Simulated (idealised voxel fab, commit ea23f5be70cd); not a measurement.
process module | voxel self aligned vias
cross-section cut | 255 nm wide | cells 5 nm
A cross-section is a grid of square cells, given in bands from the top down. A band is one or more rows of cells.
Each band's line starts with the height of the band's top and of its bottom, in nm. Then come its materials from left to right, each with its width in nm. One material with "throughout" fills the band from edge to edge. "air" is empty space.
Height 0 is the level under which the wafer as received is all one material. The lowest band goes on downwards, as in "0 down".
A width such as "30 to 40" changes by the same amount from each row of cells to the next, from the band's top row to its bottom row.
"no change" after a step means that no cell of the cross-section changed.
closed voids: empty space of 8 cells or more with no open way to the top, each as width x height at its distance from the left edge, in nm
after a step's settings: what the simulator itself notes on the step
overlay nm, on a step with a mask: how far to the right of its planned place the mask lay; to the left if negative
plan
1 op RECEIVE | material Si
2 op CONFORMAL_DEP | material SiO2 | thk nm 10
3 op CONFORMAL_DEP | material SiCN | thk nm 5
4 op DIRECTIONAL_DEP | material lowk | thk nm 25
5 op PATTERN | tone open | mask id LINES | material resist | width nm 25 | pitch nm 55 | thk nm 20 | overlay nm 0
6 op DIRECTIONAL_ETCH | etch materials lowk | depth nm 25
7 op STRIP | etch materials resist
8 op CONFORMAL_DEP | material TiN | thk nm 5
9 op FILL_DEP | material Ru | thk nm 10
10 op CMP | height nm 40
11 op SELECTIVE_ETCH | etch materials W Ru TiN | depth nm 5
12 op FILL_DEP | material SiN | thk nm 10
13 op CMP | height nm 40
14 op DIRECTIONAL_DEP | material lowk | thk nm 15
15 op DIRECTIONAL_DEP | material aC | thk nm 15
16 op PATTERN | tone open | mask id VIAS | material resist | width nm 35 | pitch nm 55 | thk nm 30 | overlay nm 0
17 op DIRECTIONAL_ETCH | etch materials aC | depth nm 15
18 op STRIP | etch materials resist
19 op DIRECTIONAL_ETCH | etch materials lowk | depth nm 15
20 op DIRECTIONAL_ETCH | etch materials SiN | depth nm 5
21 op STRIP | etch materials aC
22 op CONFORMAL_DEP | material TiN | thk nm 5
23 op FILL_DEP | material Cu | thk nm 10
24 op CMP | height nm 55
25 op CONFORMAL_DEP | material SiCN | thk nm 5
as received, after step 1
  0 down: Si throughout
  closed voids: none
a wafer at the end: this start, this plan, one mistake
  60 to 55: SiCN throughout
  55 to 40: lowk 80 | TiN 5 | Cu 25 | TiN 5 | lowk 20 | TiN 5 | Cu 25 | TiN 5 | lowk 85
  40 to 35: lowk 80 | TiN 35 | lowk 20 | TiN 35 | lowk 85
  35 to 25: lowk 80 | TiN 10 | Ru 15 | TiN 10 | lowk 20 | TiN 10 | Ru 15 | TiN 10 | lowk 85
  25 to 20: lowk 85 | TiN 5 | Ru 15 | TiN 5 | lowk 30 | TiN 5 | Ru 15 | TiN 5 | lowk 90
  20 to 15: lowk 85 | TiN 25 | lowk 30 | TiN 25 | lowk 90
  15 to 10: SiCN throughout
  10 to 0: SiO2 throughout
  0 down: Si throughout
  closed voids: none
what went wrong: step 19 was run twice
